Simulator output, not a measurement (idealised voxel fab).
process module | voxel ribs on slabs
Xsec cut, 285 nm wide, square cell size 5 nm.
A cross-section is written here as square cells arranged in a grid, and it is given in bands from the top down, each band taking up one or more rows of cells. A band entry consists of two parts. The first gives the height of the band's top and the height of its bottom, in nm. The rest lists the band's materials from left to right, each with its width in nm. A single material labelled with the word "throughout" fills the band from edge to edge, and the word "empty" marks empty space. Height is counted from the level 0, under which the received wafer is composed throughout of one material. The lowest of the bands is not closed at the bottom but continues downward, in the notation "0 and below". Note: "30->40" means the width goes from the first number (top row of the band) to the second number (bottom row) in equal steps per row of cells. Basically "nothing altered" means that step didn't change any cell in the cross-section. Enclosed voids (no open way to top), threshold 8 cells or more, entry "Encapsulated voids", notation width x height at distance, distance from left edge, nm. Note: text after step settings on the step line = simulator remark on that step. On any step carrying a mask, the "overlay nm" setting, if present on the step's line, tells how far right of its planned place the mask lay; negative values point to the left. Reading key. Pairs: pre-step and post-step cross-section, one process step apart; post-step view only to lowest changed band. Step between + settings: beneath pair. Runs: pairs may be from different runs of this module, same starting wafer. Continuation from pair above: only where "Pre-process state" entry says.
**Pre-process state**
> 55 down to 40: SiO2 throughout
> 40 down to 35: SiO2 (130); SiN (20); SiO2 (135)
> 35 down to 20: SiO2 (115); SiN (70); SiO2 (100)
> 20 down to 0: SiO2 throughout
> 0 and below: Si throughout
> Encapsulated voids: none
**Resulting Structure**
> 65 down to 55: W throughout
> Below 55, no change.
> Encapsulated voids: none
Process step bridging the above cross-sections: DIRECTIONAL_DEP, material W, thk nm 10
Pre-process state: The structure entering this step is exactly what the pair just above shows after its step.
**Resulting Structure**
> 85 down to 65: empty (125); resist (30); empty (130)
> Below 65, no change.
> Encapsulated voids: none
Process step bridging the above cross-sections: PATTERN, tone cover, mask id HEATER, material resist, width nm 30, thk nm 20, overlay nm 0
Pre-process state: The structure entering this step is exactly what the pair just above shows after its step.
**Resulting Structure**
> 85 down to 65: empty (125); resist (30); empty (130)
> 65 down to 55: empty (125); W (30); empty (130)
> Below 55, no change.
> Encapsulated voids: none
Process step bridging the above cross-sections: DIRECTIONAL_ETCH, etch materials W, depth nm 10
Pre-process state: The structure entering this step is exactly what the pair just above shows after its step.
**Resulting Structure**
> 65 down to 55: empty (125); W (30); empty (130)
> Below 55, no change.
> Encapsulated voids: none
Process step bridging the above cross-sections: STRIP, etch materials resist
Pre-process state: The structure entering this step is exactly what the pair just above shows after its step.
**Resulting Structure**
> 75 down to 65: empty (115); SiN (50); empty (120)
> 65 down to 55: SiN (125); W (30); SiN (130)
> Below 55, no change.
> Encapsulated voids: none
Process step bridging the above cross-sections: CONFORMAL_DEP, material SiN, thk nm 10
**Pre-process state**
> 65 down to 55: empty (125); W (30); empty (130)
> 55 down to 40: SiO2 throughout
> 40 down to 35: SiO2 (130); SiN (20); SiO2 (135)
> 35 down to 20: SiO2 (105); SiN (70); SiO2 (110)
> 20 down to 0: SiO2 throughout
> 0 and below: Si throughout
> Encapsulated voids: none
**Resulting Structure**
> 75 down to 65: empty (115); aC (50); empty (120)
> 65 down to 55: aC (125); W (30); aC (130)
> Below 55, no change.
> Encapsulated voids: none
Process step bridging the above cross-sections: CONFORMAL_DEP, material aC, thk nm 10
**Pre-process state**
> 65 down to 55: W throughout
> 55 down to 40: SiO2 throughout
> 40 down to 35: SiO2 (130); SiN (20); SiO2 (135)
> 35 down to 20: SiO2 (105); SiN (70); SiO2 (110)
> 20 down to 0: SiO2 throughout
> 0 and below: Si throughout
> Encapsulated voids: none
**Resulting Structure**
> 85 down to 65: resist (125); empty (30); resist (130)
> Below 65, no change.
> Encapsulated voids: none
Process step bridging the above cross-sections: PATTERN, tone open, mask id HEATER, material resist, width nm 30, thk nm 20, overlay nm 0
Pre-process state: The structure entering this step is exactly what the pair just above shows after its step.
**Resulting Structure**
> 85 down to 65: resist (125); empty (30); resist (130)
> 65 down to 55: W (125); empty (30); W (130)
> Below 55, no change.
> Encapsulated voids: none
Process step bridging the above cross-sections: DIRECTIONAL_ETCH, etch materials W, depth nm 10
Pre-process state: The structure entering this step is exactly what the pair just above shows after its step.
**Resulting Structure**
> 65 down to 55: W (125); empty (30); W (130)
> Below 55, no change.
> Encapsulated voids: none
Process step bridging the above cross-sections: STRIP, etch materials resist
Pre-process state: The structure entering this step is exactly what the pair just above shows after its step.
**Resulting Structure**
> 75 down to 65: SiN (135); empty (10); SiN (140)
> 65 down to 55: W (125); SiN (30); W (130)
> Below 55, no change.
> Encapsulated voids: none
Process step bridging the above cross-sections: CONFORMAL_DEP, material SiN, thk nm 10
